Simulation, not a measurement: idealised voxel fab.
process module | voxel double patterning
cross-section cut | 175 nm wide | cells 5 nm
A cross-section is a grid of square cells, given in bands from the top down. A band is one or more rows of cells.
Each band's line starts with the height of the band's top and of its bottom, in nm. Then come its materials from left to right, each with its width in nm. One material with "throughout" fills the band from edge to edge. "air" is empty space.
Height 0 is the level under which the wafer as received is all one material. The lowest band goes on downwards, as in "0 down".
A width such as "30 to 40" changes by the same amount from each row of cells to the next, from the band's top row to its bottom row.
"no change" after a step means that no cell of the cross-section changed.
closed voids: empty space of 8 cells or more with no open way to the top, each as width x height at its distance from the left edge, in nm
after a step's settings: what the simulator itself notes on the step
overlay nm, on a step with a mask: how far to the right of its planned place the mask lay; to the left if negative
plan
1 op RECEIVE | material Si
2 op CONFORMAL_DEP | material SiN | thk nm 10
3 op DIRECTIONAL_DEP | material SiO2 | thk nm 10
4 op DIRECTIONAL_DEP | material SiCN | thk nm 10
5 op MASKED_ETCH | tone open | mask id FIRST | width nm 15 | pitch nm 50 | etch materials SiCN | depth nm 10 | overlay nm 0
6 op DIRECTIONAL_DEP | material aC | thk nm 15
7 op PATTERN | tone open | mask id SECOND | material resist | width nm 15 | thk nm 35 | overlay nm 0
8 op DIRECTIONAL_ETCH | etch materials aC | depth nm 15
9 op STRIP | etch materials resist
10 op DIRECTIONAL_ETCH | etch materials SiCN | depth nm 10
11 op STRIP | etch materials aC
12 op DIRECTIONAL_ETCH | etch materials SiO2 | depth nm 20
13 op STRIP | etch materials SiCN
varied across the wafers: thk nm of step 3. The plan shows the first wafer's value. All wafers start alike
first wafer as received, after step 1
  0 down: Si throughout
  closed voids: none
first wafer at the end, after step 13
  20 to 10: SiO2 55 | air 15 | SiO2 10 | air 15 | SiO2 10 | air 15 | SiO2 55
  10 to 0: SiN throughout
  0 down: Si throughout
  closed voids: none
last wafer at the end
  45 to 25: SiO2 55 | air 15 | SiO2 10 | air 15 | SiO2 10 | air 15 | SiO2 55
  25 to 10: SiO2 throughout
  10 to 0: SiN throughout
  0 down: Si throughout
  closed voids: none
each wafer at the end: cells of each material gained (+) or lost (-) since it was received, then its closed voids
thk nm 10 | +70 SiN | +52 SiO2 | closed voids: none
thk nm 15 | +70 SiN | +78 SiO2 | closed voids: none
thk nm 20 | +70 SiN | +104 SiO2 | closed voids: none
thk nm 25 | +70 SiN | +139 SiO2 | closed voids: none
thk nm 30 | +70 SiN | +174 SiO2 | closed voids: none
thk nm 35 | +70 SiN | +209 SiO2 | closed voids: none
